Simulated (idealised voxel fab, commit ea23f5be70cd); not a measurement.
process module | voxel capacitor over wiring
cross-section cut | 235 nm wide | cells 5 nm
A cross-section is a grid of square cells, given in bands from the top down. A band is one or more rows of cells.
Each band's line starts with the height of the band's top and of its bottom, in nm. Then come its materials from left to right, each with its width in nm. One material with "throughout" fills the band from edge to edge. "air" is empty space.
Height 0 is the level under which the wafer as received is all one material. The lowest band goes on downwards, as in "0 down".
A width such as "30 to 40" changes by the same amount from each row of cells to the next, from the band's top row to its bottom row.
"no change" after a step means that no cell of the cross-section changed.
closed voids: empty space of 8 cells or more with no open way to the top, each as width x height at its distance from the left edge, in nm
after a step's settings: what the simulator itself notes on the step
overlay nm, on a step with a mask: how far to the right of its planned place the mask lay; to the left if negative
plan
1 op RECEIVE | material Si
2 op CONFORMAL_DEP | material SiO2 | thk nm 15
3 op DIRECTIONAL_DEP | material TiN | thk nm 5
4 op DIRECTIONAL_DEP | material W | thk nm 20
5 op MASKED_ETCH | tone cover | mask id METAL_1 | width nm 25 | pitch nm 95 | etch materials W | depth nm 20 | overlay nm 0
6 op MASKED_ETCH | tone cover | mask id METAL_1 | width nm 25 | pitch nm 95 | etch materials TiN | depth nm 5 | overlay nm 0
7 op CONFORMAL_DEP | material SiN | thk nm 5
8 op FILL_DEP | material lowk | thk nm 5
9 op CMP | height nm 40
10 op CONFORMAL_DEP | material SiCN | thk nm 5
11 op DIRECTIONAL_DEP | material SiO2 | thk nm 20
12 op MASKED_ETCH | tone open | mask id PLUG_1 | width nm 15 | etch materials SiO2 | depth nm 20 | overlay nm 0
13 op MASKED_ETCH | tone open | mask id PLUG_1 | width nm 15 | etch materials SiCN | depth nm 5 | overlay nm 0
14 op EPI | material Ru | thk nm 10
15 op EPI | material Ru | thk nm 10
16 op EPI | material Ru | thk nm 5
17 op DIRECTIONAL_DEP | material TiN | thk nm 10
18 op DIRECTIONAL_DEP | material Al2O3 | thk nm 5
19 op DIRECTIONAL_DEP | material TiN | thk nm 10
20 op DIRECTIONAL_DEP | material aC | thk nm 15
21 op PATTERN | tone cover | mask id UPPER_PLATE | material resist | width nm 75 | thk nm 35 | overlay nm 0
22 op DIRECTIONAL_ETCH | etch materials aC | depth nm 15
23 op STRIP | etch materials resist
24 op DIRECTIONAL_ETCH | etch materials TiN | depth nm 10
25 op DIRECTIONAL_ETCH | etch materials Al2O3 | depth nm 5
26 op STRIP | etch materials aC
27 op MASKED_ETCH | tone cover | mask id LOWER_PLATE | width nm 85 | etch materials TiN | depth nm 10 | overlay nm 0
28 op FILL_DEP | material SiO2 | thk nm 15
29 op CMP | height nm 100
30 op DIRECTIONAL_DEP | material aC | thk nm 10
31 op PATTERN | tone open | mask id PLUG_2 | material resist | width nm 15 | thk nm 25 | overlay nm 0
32 op DIRECTIONAL_ETCH | etch materials aC | depth nm 10
33 op STRIP | etch materials resist
34 op DIRECTIONAL_ETCH | etch materials SiO2 | depth nm 10
35 op STRIP | etch materials aC
36 op CONFORMAL_DEP | material TiN | thk nm 5
37 op FILL_DEP | material Ru | thk nm 10
38 op CMP | height nm 100
39 op CONFORMAL_DEP | material SiN | thk nm 5
as received, after step 1
  0 down: Si throughout
  closed voids: none
first wafer at the end, as planned
  105 to 100: SiN throughout
  100 to 95: SiO2 75 | TiN 5 | Ru 5 | TiN 5 | SiO2 145
  95 to 90: SiO2 75 | TiN 15 | SiO2 145
  90 to 80: SiO2 65 | TiN 75 | SiO2 95
  80 to 75: SiO2 65 | Al2O3 75 | SiO2 95
  75 to 65: SiO2 60 | TiN 85 | SiO2 90
  65 to 45: SiO2 65 | Ru 15 | SiO2 155
  45 to 40: SiCN 65 | Ru 15 | SiCN 155
  40 to 20: lowk 50 | SiN 5 | W 25 | SiN 5 | lowk 60 | SiN 5 | W 25 | SiN 5 | lowk 55
  20 to 15: SiN 55 | TiN 25 | SiN 70 | TiN 25 | SiN 60
  15 to 0: SiO2 throughout
  0 down: Si throughout
  closed voids: none
second wafer at the end: like start, like plan, one mistake
  105 to 100: SiN throughout
  100 to 95: SiO2 75 | TiN 5 | Ru 5 | TiN 5 | SiO2 145
  95 to 90: SiO2 75 | TiN 15 | SiO2 145
  90 to 80: SiO2 65 | TiN 75 | SiO2 95
  80 to 75: SiO2 65 | Al2O3 75 | SiO2 95
  75 to 70: SiO2 60 | TiN 85 | SiO2 90
  70 to 65: TiN throughout
  65 to 45: SiO2 65 | Ru 15 | SiO2 155
  45 to 40: SiCN 65 | Ru 15 | SiCN 155
  40 to 20: lowk 50 | SiN 5 | W 25 | SiN 5 | lowk 60 | SiN 5 | W 25 | SiN 5 | lowk 55
  20 to 15: SiN 55 | TiN 25 | SiN 70 | TiN 25 | SiN 60
  15 to 0: SiO2 throughout
  0 down: Si throughout
  closed voids: none
what went wrong: step 27 ran as: op MASKED_ETCH | tone cover | mask id LOWER_PLATE | width nm 85 | etch materials TiN | depth nm 5 | overlay nm 0
at the end the second wafer has, in cells: 30 fewer of SiO2 | 30 more of TiN
